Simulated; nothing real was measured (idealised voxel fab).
Documented hereafter: the process module known as voxel trench capacitor.
Square cells of 5 nm make up the cross-section cut, whose width is 260 nm.
Just so we're on the same page, the cross-sections are grids of square cells, and they're listed out in bands top to bottom, each band one or more rows deep.
Band: top and bottom heights (nm) first, top before bottom; then materials from left to right, widths in nm. "all across" marks a sole material filling the band edge to edge. "empty" denotes empty space.
We count height from 0. Below that, the starting wafer is all one material. The lowest band never ends at the bottom but goes on down; see "0..down" for how that is written.
Width: "30..40" (first number = top row, second number = bottom row, same change from row to row of cells).
Key: "nothing was modified" - step with no changed cell in the cross-section.
So "Fully enclosed voids" is basically the list of trapped voids: any empty space of 8 cells or more that can't reach the top through an opening. They're written width x height at distance, the distance being from the left edge, and it's all nm.
Post-settings text on a step line: simulator's own remark regarding the step.
When a step includes a mask, the "overlay nm" setting on its line states how far to the right of its planned place that mask lay, and negative values state how far to the left.
Note: before/after cross-section pairs follow, one process step per pair, after-side truncated at the lowest changed band, step and settings given beneath. Different runs of this module on the same starting wafer may supply the pairs; a pair continues the one above only where the "Before processing" entry says so.
# Before processing
* 0..down: Si all across
* Fully enclosed voids: none
# Structure After Step
* 5..0: SiN all across
* Below 0, no change.
* Fully enclosed voids: none
The structure goes from the before cross-section above to the after cross-section through CONFORMAL_DEP,material SiN,thk nm 5
Before processing: the after view from the pair directly above serves as the before view here.
# Structure After Step
* 25..5: 90 nm resist; 15 nm empty; 15 nm resist; 15 nm empty; 15 nm resist; 15 nm empty; 95 nm resist
* Below 5, no change.
* Fully enclosed voids: none
The structure goes from the before cross-section above to the after cross-section through PATTERN,tone open,mask id TRENCH,material resist,width nm 15,pitch nm 30,thk nm 20,overlay nm 0
Before processing: the after view from the pair directly above serves as the before view here.
# Structure After Step
* 25..5: 90 nm resist; 15 nm empty; 15 nm resist; 15 nm empty; 15 nm resist; 15 nm empty; 95 nm resist
* 5..0: 90 nm SiN; 15 nm empty; 15 nm SiN; 15 nm empty; 15 nm SiN; 15 nm empty; 95 nm SiN
* Below 0, no change.
* Fully enclosed voids: none
The structure goes from the before cross-section above to the after cross-section through DIRECTIONAL_ETCH,etch materials SiN,depth nm 5
Before processing: the after view from the pair directly above serves as the before view here.
# Structure After Step
* 25..5: 90 nm resist; 15 nm empty; 15 nm resist; 15 nm empty; 15 nm resist; 15 nm empty; 95 nm resist
* 5..0: 90 nm SiN; 15 nm empty; 15 nm SiN; 15 nm empty; 15 nm SiN; 15 nm empty; 95 nm SiN
* 0..-35: 90 nm Si; 15 nm empty; 15 nm Si; 15 nm empty; 15 nm Si; 15 nm empty; 95 nm Si
* Below -35, no change.
* Fully enclosed voids: none
The structure goes from the before cross-section above to the after cross-section through DIRECTIONAL_ETCH,etch materials Si,depth nm 35
Before processing: the after view from the pair directly above serves as the before view here.
# Structure After Step
* 5..0: 90 nm SiN; 15 nm empty; 15 nm SiN; 15 nm empty; 15 nm SiN; 15 nm empty; 95 nm SiN
* Below 0, no change.
* Fully enclosed voids: none
The structure goes from the before cross-section above to the after cross-section through STRIP,etch materials resist
Before processing: the after view from the pair directly above serves as the before view here.
# Structure After Step
* 10..5: 95 nm SiO2; 5 nm empty; 25 nm SiO2; 5 nm empty; 25 nm SiO2; 5 nm empty; 100 nm SiO2
* 5..0: 90 nm SiN; 5 nm SiO2; 5 nm empty; 5 nm SiO2; 15 nm SiN; 5 nm SiO2; 5 nm empty; 5 nm SiO2; 15 nm SiN; 5 nm SiO2; 5 nm empty; 5 nm SiO2; 95 nm SiN
* 0..-30: 90 nm Si; 5 nm SiO2; 5 nm empty; 5 nm SiO2; 15 nm Si; 5 nm SiO2; 5 nm empty; 5 nm SiO2; 15 nm Si; 5 nm SiO2; 5 nm empty; 5 nm SiO2; 95 nm Si
* -30..-35: 90 nm Si; 15 nm SiO2; 15 nm Si; 15 nm SiO2; 15 nm Si; 15 nm SiO2; 95 nm Si
* Below -35, no change.
* Fully enclosed voids: none
The structure goes from the before cross-section above to the after cross-section through CONFORMAL_DEP,material SiO2,thk nm 5
Before processing: the after view from the pair directly above serves as the before view here.
# Structure After Step
* 15..10: polySi all across
* 10..5: 95 nm SiO2; 5 nm polySi; 25 nm SiO2; 5 nm polySi; 25 nm SiO2; 5 nm polySi; 100 nm SiO2
* 5..0: 90 nm SiN; 5 nm SiO2; 5 nm polySi; 5 nm SiO2; 15 nm SiN; 5 nm SiO2; 5 nm polySi; 5 nm SiO2; 15 nm SiN; 5 nm SiO2; 5 nm polySi; 5 nm SiO2; 95 nm SiN
* 0..-30: 90 nm Si; 5 nm SiO2; 5 nm polySi; 5 nm SiO2; 15 nm Si; 5 nm SiO2; 5 nm polySi; 5 nm SiO2; 15 nm Si; 5 nm SiO2; 5 nm polySi; 5 nm SiO2; 95 nm Si
* Below -30, no change.
* Fully enclosed voids: none
The structure goes from the before cross-section above to the after cross-section through FILL_DEP,material polySi,thk nm 5
Before processing: the after view from the pair directly above serves as the before view here.
# Structure After Step
* 5..0: 90 nm SiN; 5 nm SiO2; 5 nm polySi; 5 nm SiO2; 15 nm SiN; 5 nm SiO2; 5 nm polySi; 5 nm SiO2; 15 nm SiN; 5 nm SiO2; 5 nm polySi; 5 nm SiO2; 95 nm SiN
* Below 0, no change.
* Fully enclosed voids: none
The structure goes from the before cross-section above to the after cross-section through CMP,height nm 5
# Before processing
* 25..5: 90 nm resist; 15 nm empty; 15 nm resist; 15 nm empty; 15 nm resist; 15 nm empty; 95 nm resist
* 5..0: 90 nm SiN; 15 nm empty; 15 nm SiN; 15 nm empty; 15 nm SiN; 15 nm empty; 95 nm SiN
* 0..down: Si all across
* Fully enclosed voids: none
# Structure After Step
* 5..0: 90 nm SiN; 15 nm empty; 15 nm SiN; 15 nm empty; 15 nm SiN; 15 nm empty; 95 nm SiN
* Below 0, no change.
* Fully enclosed voids: none
The structure goes from the before cross-section above to the after cross-section through STRIP,etch materials resist
Before processing: the after view from the pair directly above serves as the before view here.
# Structure After Step
* 5..0: 90 nm SiN; 15 nm empty; 15 nm SiN; 15 nm empty; 15 nm SiN; 15 nm empty; 95 nm SiN
* 0..-35: 90 nm Si; 15 nm empty; 15 nm Si; 15 nm empty; 15 nm Si; 15 nm empty; 95 nm Si
* Below -35, no change.
* Fully enclosed voids: none
The structure goes from the before cross-section above to the after cross-section through DIRECTIONAL_ETCH,etch materials Si,depth nm 35
# Before processing
* 25..5: 90 nm resist; 15 nm empty; 15 nm resist; 15 nm empty; 15 nm resist; 15 nm empty; 95 nm resist
* 5..0: 90 nm SiN; 15 nm empty; 15 nm SiN; 15 nm empty; 15 nm SiN; 15 nm empty; 95 nm SiN
* 0..down: Si all across
* Fully enclosed voids: none
# Structure After Step
* 25..5: 90 nm resist; 15 nm empty; 15 nm resist; 15 nm empty; 15 nm resist; 15 nm empty; 95 nm resist
* 5..0: 90 nm SiN; 15 nm empty; 15 nm SiN; 15 nm empty; 15 nm SiN; 15 nm empty; 95 nm SiN
* 0..-40: 90 nm Si; 15 nm empty; 15 nm Si; 15 nm empty; 15 nm Si; 15 nm empty; 95 nm Si
* Below -40, no change.
* Fully enclosed voids: none
The structure goes from the before cross-section above to the after cross-section through DIRECTIONAL_ETCH,etch materials Si,depth nm 40
Before processing: the after view from the pair directly above serves as the before view here.
# Structure After Step
* 5..0: 90 nm SiN; 15 nm empty; 15 nm SiN; 15 nm empty; 15 nm SiN; 15 nm empty; 95 nm SiN
* Below 0, no change.
* Fully enclosed voids: none
The structure goes from the before cross-section above to the after cross-section through STRIP,etch materials resist
Before processing: the after view from the pair directly above serves as the before view here.
# Structure After Step
* 10..5: 95 nm SiO2; 5 nm empty; 25 nm SiO2; 5 nm empty; 25 nm SiO2; 5 nm empty; 100 nm SiO2
* 5..0: 90 nm SiN; 5 nm SiO2; 5 nm empty; 5 nm SiO2; 15 nm SiN; 5 nm SiO2; 5 nm empty; 5 nm SiO2; 15 nm SiN; 5 nm SiO2; 5 nm empty; 5 nm SiO2; 95 nm SiN
* 0..-35: 90 nm Si; 5 nm SiO2; 5 nm empty; 5 nm SiO2; 15 nm Si; 5 nm SiO2; 5 nm empty; 5 nm SiO2; 15 nm Si; 5 nm SiO2; 5 nm empty; 5 nm SiO2; 95 nm Si
* -35..-40: 90 nm Si; 15 nm SiO2; 15 nm Si; 15 nm SiO2; 15 nm Si; 15 nm SiO2; 95 nm Si
* Below -40, no change.
* Fully enclosed voids: none
The structure goes from the before cross-section above to the after cross-section through CONFORMAL_DEP,material SiO2,thk nm 5
Before processing: the after view from the pair directly above serves as the before view here.
# Structure After Step
* 15..10: polySi all across
* 10..5: 95 nm SiO2; 5 nm polySi; 25 nm SiO2; 5 nm polySi; 25 nm SiO2; 5 nm polySi; 100 nm SiO2
* 5..0: 90 nm SiN; 5 nm SiO2; 5 nm polySi; 5 nm SiO2; 15 nm SiN; 5 nm SiO2; 5 nm polySi; 5 nm SiO2; 15 nm SiN; 5 nm SiO2; 5 nm polySi; 5 nm SiO2; 95 nm SiN
* 0..-35: 90 nm Si; 5 nm SiO2; 5 nm polySi; 5 nm SiO2; 15 nm Si; 5 nm SiO2; 5 nm polySi; 5 nm SiO2; 15 nm Si; 5 nm SiO2; 5 nm polySi; 5 nm SiO2; 95 nm Si
* Below -35, no change.
* Fully enclosed voids: none
The structure goes from the before cross-section above to the after cross-section through FILL_DEP,material polySi,thk nm 5
Before processing: the after view from the pair directly above serves as the before view here.
# Structure After Step
* 5..0: 90 nm SiN; 5 nm SiO2; 5 nm polySi; 5 nm SiO2; 15 nm SiN; 5 nm SiO2; 5 nm polySi; 5 nm SiO2; 15 nm SiN; 5 nm SiO2; 5 nm polySi; 5 nm SiO2; 95 nm SiN
* Below 0, no change.
* Fully enclosed voids: none
The structure goes from the before cross-section above to the after cross-section through CMP,height nm 5
# Before processing
* 5..0: SiN all across
* 0..down: Si all across
* Fully enclosed voids: none
# Structure After Step
* 25..5: 80 nm resist; 15 nm empty; 15 nm resist; 15 nm empty; 15 nm resist; 15 nm empty; 105 nm resist
* Below 5, no change.
* Fully enclosed voids: none
The structure goes from the before cross-section above to the after cross-section through PATTERN,tone open,mask id TRENCH,material resist,width nm 15,pitch nm 30,thk nm 20,overlay nm -10
Before processing: the after view from the pair directly above serves as the before view here.
# Structure After Step
* 25..5: 80 nm resist; 15 nm empty; 15 nm resist; 15 nm empty; 15 nm resist; 15 nm empty; 105 nm resist
* 5..0: 80 nm SiN; 15 nm empty; 15 nm SiN; 15 nm empty; 15 nm SiN; 15 nm empty; 105 nm SiN
* Below 0, no change.
* Fully enclosed voids: none
The structure goes from the before cross-section above to the after cross-section through DIRECTIONAL_ETCH,etch materials SiN,depth nm 5
Before processing: the after view from the pair directly above serves as the before view here.
# Structure After Step
* 25..5: 80 nm resist; 15 nm empty; 15 nm resist; 15 nm empty; 15 nm resist; 15 nm empty; 105 nm resist
* 5..0: 80 nm SiN; 15 nm empty; 15 nm SiN; 15 nm empty; 15 nm SiN; 15 nm empty; 105 nm SiN
* 0..-35: 80 nm Si; 15 nm empty; 15 nm Si; 15 nm empty; 15 nm Si; 15 nm empty; 105 nm Si
* Below -35, no change.
* Fully enclosed voids: none
The structure goes from the before cross-section above to the after cross-section through DIRECTIONAL_ETCH,etch materials Si,depth nm 35
Before processing: the after view from the pair directly above serves as the before view here.
# Structure After Step
* 5..0: 80 nm SiN; 15 nm empty; 15 nm SiN; 15 nm empty; 15 nm SiN; 15 nm empty; 105 nm SiN
* Below 0, no change.
* Fully enclosed voids: none
The structure goes from the before cross-section above to the after cross-section through STRIP,etch materials resist
Before processing: the after view from the pair directly above serves as the before view here.
# Structure After Step
* 10..5: 85 nm SiO2; 5 nm empty; 25 nm SiO2; 5 nm empty; 25 nm SiO2; 5 nm empty; 110 nm SiO2
* 5..0: 80 nm SiN; 5 nm SiO2; 5 nm empty; 5 nm SiO2; 15 nm SiN; 5 nm SiO2; 5 nm empty; 5 nm SiO2; 15 nm SiN; 5 nm SiO2; 5 nm empty; 5 nm SiO2; 105 nm SiN
* 0..-30: 80 nm Si; 5 nm SiO2; 5 nm empty; 5 nm SiO2; 15 nm Si; 5 nm SiO2; 5 nm empty; 5 nm SiO2; 15 nm Si; 5 nm SiO2; 5 nm empty; 5 nm SiO2; 105 nm Si
* -30..-35: 80 nm Si; 15 nm SiO2; 15 nm Si; 15 nm SiO2; 15 nm Si; 15 nm SiO2; 105 nm Si
* Below -35, no change.
* Fully enclosed voids: none
The structure goes from the before cross-section above to the after cross-section through CONFORMAL_DEP,material SiO2,thk nm 5
Before processing: the after view from the pair directly above serves as the before view here.
# Structure After Step
* 15..10: polySi all across
* 10..5: 85 nm SiO2; 5 nm polySi; 25 nm SiO2; 5 nm polySi; 25 nm SiO2; 5 nm polySi; 110 nm SiO2
* 5..0: 80 nm SiN; 5 nm SiO2; 5 nm polySi; 5 nm SiO2; 15 nm SiN; 5 nm SiO2; 5 nm polySi; 5 nm SiO2; 15 nm SiN; 5 nm SiO2; 5 nm polySi; 5 nm SiO2; 105 nm SiN
* 0..-30: 80 nm Si; 5 nm SiO2; 5 nm polySi; 5 nm SiO2; 15 nm Si; 5 nm SiO2; 5 nm polySi; 5 nm SiO2; 15 nm Si; 5 nm SiO2; 5 nm polySi; 5 nm SiO2; 105 nm Si
* Below -30, no change.
* Fully enclosed voids: none
The structure goes from the before cross-section above to the after cross-section through FILL_DEP,material polySi,thk nm 5
Before processing: the after view from the pair directly above serves as the before view here.
# Structure After Step
* 5..0: 80 nm SiN; 5 nm SiO2; 5 nm polySi; 5 nm SiO2; 15 nm SiN; 5 nm SiO2; 5 nm polySi; 5 nm SiO2; 15 nm SiN; 5 nm SiO2; 5 nm polySi; 5 nm SiO2; 105 nm SiN
* Below 0, no change.
* Fully enclosed voids: none
The structure goes from the before cross-section above to the after cross-section through CMP,height nm 5
# Before processing
* 0..down: Si all across
* Fully enclosed voids: none
# Structure After Step
* 5..0: polySi all across
* Below 0, no change.
* Fully enclosed voids: none
The structure goes from the before cross-section above to the after cross-section through CONFORMAL_DEP,material polySi,thk nm 5
Before processing: the after view from the pair directly above serves as the before view here.
# Structure After Step
* 25..5: 90 nm resist; 15 nm empty; 15 nm resist; 15 nm empty; 15 nm resist; 15 nm empty; 95 nm resist
* Below 5, no change.
* Fully enclosed voids: none
The structure goes from the before cross-section above to the after cross-section through PATTERN,tone open,mask id TRENCH,material resist,width nm 15,pitch nm 30,thk nm 20,overlay nm 0
Before processing: the after view from the pair directly above serves as the before view here.
# Structure After Step
* 25..5: 90 nm resist; 15 nm empty; 15 nm resist; 15 nm empty; 15 nm resist; 15 nm empty; 95 nm resist
* 5..0: 90 nm polySi; 15 nm empty; 15 nm polySi; 15 nm empty; 15 nm polySi; 15 nm empty; 95 nm polySi
* 0..-30: 90 nm Si; 15 nm empty; 15 nm Si; 15 nm empty; 15 nm Si; 15 nm empty; 95 nm Si
* Below -30, no change.
* Fully enclosed voids: none
The structure goes from the before cross-section above to the after cross-section through DIRECTIONAL_ETCH,etch materials Si,depth nm 35
Before processing: the after view from the pair directly above serves as the before view here.
# Structure After Step
* 5..0: 90 nm polySi; 15 nm empty; 15 nm polySi; 15 nm empty; 15 nm polySi; 15 nm empty; 95 nm polySi
* Below 0, no change.
* Fully enclosed voids: none
The structure goes from the before cross-section above to the after cross-section through STRIP,etch materials resist
Before processing: the after view from the pair directly above serves as the before view here.
# Structure After Step
* 10..5: 95 nm SiO2; 5 nm empty; 25 nm SiO2; 5 nm empty; 25 nm SiO2; 5 nm empty; 100 nm SiO2
* 5..0: 90 nm polySi; 5 nm SiO2; 5 nm empty; 5 nm SiO2; 15 nm polySi; 5 nm SiO2; 5 nm empty; 5 nm SiO2; 15 nm polySi; 5 nm SiO2; 5 nm empty; 5 nm SiO2; 95 nm polySi
* 0..-25: 90 nm Si; 5 nm SiO2; 5 nm empty; 5 nm SiO2; 15 nm Si; 5 nm SiO2; 5 nm empty; 5 nm SiO2; 15 nm Si; 5 nm SiO2; 5 nm empty; 5 nm SiO2; 95 nm Si
* -25..-30: 90 nm Si; 15 nm SiO2; 15 nm Si; 15 nm SiO2; 15 nm Si; 15 nm SiO2; 95 nm Si
* Below -30, no change.
* Fully enclosed voids: none
The structure goes from the before cross-section above to the after cross-section through CONFORMAL_DEP,material SiO2,thk nm 5
Before processing: the after view from the pair directly above serves as the before view here.
# Structure After Step
* 15..10: polySi all across
* 10..5: 95 nm SiO2; 5 nm polySi; 25 nm SiO2; 5 nm polySi; 25 nm SiO2; 5 nm polySi; 100 nm SiO2
* 5..0: 90 nm polySi; 5 nm SiO2; 5 nm polySi; 5 nm SiO2; 15 nm polySi; 5 nm SiO2; 5 nm polySi; 5 nm SiO2; 15 nm polySi; 5 nm SiO2; 5 nm polySi; 5 nm SiO2; 95 nm polySi
* 0..-25: 90 nm Si; 5 nm SiO2; 5 nm polySi; 5 nm SiO2; 15 nm Si; 5 nm SiO2; 5 nm polySi; 5 nm SiO2; 15 nm Si; 5 nm SiO2; 5 nm polySi; 5 nm SiO2; 95 nm Si
* Below -25, no change.
* Fully enclosed voids: none
The structure goes from the before cross-section above to the after cross-section through FILL_DEP,material polySi,thk nm 5
Before processing: the after view from the pair directly above serves as the before view here.
# Structure After Step
* 5..0: 90 nm polySi; 5 nm SiO2; 5 nm polySi; 5 nm SiO2; 15 nm polySi; 5 nm SiO2; 5 nm polySi; 5 nm SiO2; 15 nm polySi; 5 nm SiO2; 5 nm polySi; 5 nm SiO2; 95 nm polySi
* Below 0, no change.
* Fully enclosed voids: none
The structure goes from the before cross-section above to the after cross-section through CMP,height nm 5
# Before processing
* 5..0: SiN all across
* 0..down: Si all across
* Fully enclosed voids: none
# Structure After Step
* 25..5: 90 nm empty; 15 nm resist; 15 nm empty; 15 nm resist; 15 nm empty; 15 nm resist; 95 nm empty
* Below 5, no change.
* Fully enclosed voids: none
The structure goes from the before cross-section above to the after cross-section through PATTERN,tone cover,mask id TRENCH,material resist,width nm 15,pitch nm 30,thk nm 20,overlay nm 0
Before processing: the after view from the pair directly above serves as the before view here.
# Structure After Step
* 25..5: 90 nm empty; 15 nm resist; 15 nm empty; 15 nm resist; 15 nm empty; 15 nm resist; 95 nm empty
* 5..0: 90 nm empty; 15 nm SiN; 15 nm empty; 15 nm SiN; 15 nm empty; 15 nm SiN; 95 nm empty
* Below 0, no change.
* Fully enclosed voids: none
The structure goes from the before cross-section above to the after cross-section through DIRECTIONAL_ETCH,etch materials SiN,depth nm 5
Before processing: the after view from the pair directly above serves as the before view here.
# Structure After Step
* 25..5: 90 nm empty; 15 nm resist; 15 nm empty; 15 nm resist; 15 nm empty; 15 nm resist; 95 nm empty
* 5..0: 90 nm empty; 15 nm SiN; 15 nm empty; 15 nm SiN; 15 nm empty; 15 nm SiN; 95 nm empty
* 0..-35: 90 nm empty; 15 nm Si; 15 nm empty; 15 nm Si; 15 nm empty; 15 nm Si; 95 nm empty
* Below -35, no change.
* Fully enclosed voids: none
The structure goes from the before cross-section above to the after cross-section through DIRECTIONAL_ETCH,etch materials Si,depth nm 35
Before processing: the after view from the pair directly above serves as the before view here.
# Structure After Step
* 5..0: 90 nm empty; 15 nm SiN; 15 nm empty; 15 nm SiN; 15 nm empty; 15 nm SiN; 95 nm empty
* Below 0, no change.
* Fully enclosed voids: none
The structure goes from the before cross-section above to the after cross-section through STRIP,etch materials resist
Before processing: the after view from the pair directly above serves as the before view here.
# Structure After Step
* 10..5: 85 nm empty; 25 nm SiO2; 5 nm empty; 25 nm SiO2; 5 nm empty; 25 nm SiO2; 90 nm empty
* 5..0: 85 nm empty; 5 nm SiO2; 15 nm SiN; 5 nm SiO2; 5 nm empty; 5 nm SiO2; 15 nm SiN; 5 nm SiO2; 5 nm empty; 5 nm SiO2; 15 nm SiN; 5 nm SiO2; 90 nm empty
* 0..-30: 85 nm empty; 5 nm SiO2; 15 nm Si; 5 nm SiO2; 5 nm empty; 5 nm SiO2; 15 nm Si; 5 nm SiO2; 5 nm empty; 5 nm SiO2; 15 nm Si; 5 nm SiO2; 90 nm empty
* -30..-35: 90 nm SiO2; 15 nm Si; 15 nm SiO2; 15 nm Si; 15 nm SiO2; 15 nm Si; 95 nm SiO2
* Below -35, no change.
* Fully enclosed voids: none
The structure goes from the before cross-section above to the after cross-section through CONFORMAL_DEP,material SiO2,thk nm 5
Before processing: the after view from the pair directly above serves as the before view here.
# Structure After Step
* 15..10: polySi all across
* 10..5: 85 nm polySi; 25 nm SiO2; 5 nm polySi; 25 nm SiO2; 5 nm polySi; 25 nm SiO2; 90 nm polySi
* 5..0: 85 nm polySi; 5 nm SiO2; 15 nm SiN; 5 nm SiO2; 5 nm polySi; 5 nm SiO2; 15 nm SiN; 5 nm SiO2; 5 nm polySi; 5 nm SiO2; 15 nm SiN; 5 nm SiO2; 90 nm polySi
* 0..-30: 85 nm polySi; 5 nm SiO2; 15 nm Si; 5 nm SiO2; 5 nm polySi; 5 nm SiO2; 15 nm Si; 5 nm SiO2; 5 nm polySi; 5 nm SiO2; 15 nm Si; 5 nm SiO2; 90 nm polySi
* Below -30, no change.
* Fully enclosed voids: none
The structure goes from the before cross-section above to the after cross-section through FILL_DEP,material polySi,thk nm 5
Before processing: the after view from the pair directly above serves as the before view here.
# Structure After Step
* 5..0: 85 nm polySi; 5 nm SiO2; 15 nm SiN; 5 nm SiO2; 5 nm polySi; 5 nm SiO2; 15 nm SiN; 5 nm SiO2; 5 nm polySi; 5 nm SiO2; 15 nm SiN; 5 nm SiO2; 90 nm polySi
* Below 0, no change.
* Fully enclosed voids: none
The structure goes from the before cross-section above to the after cross-section through CMP,height nm 5
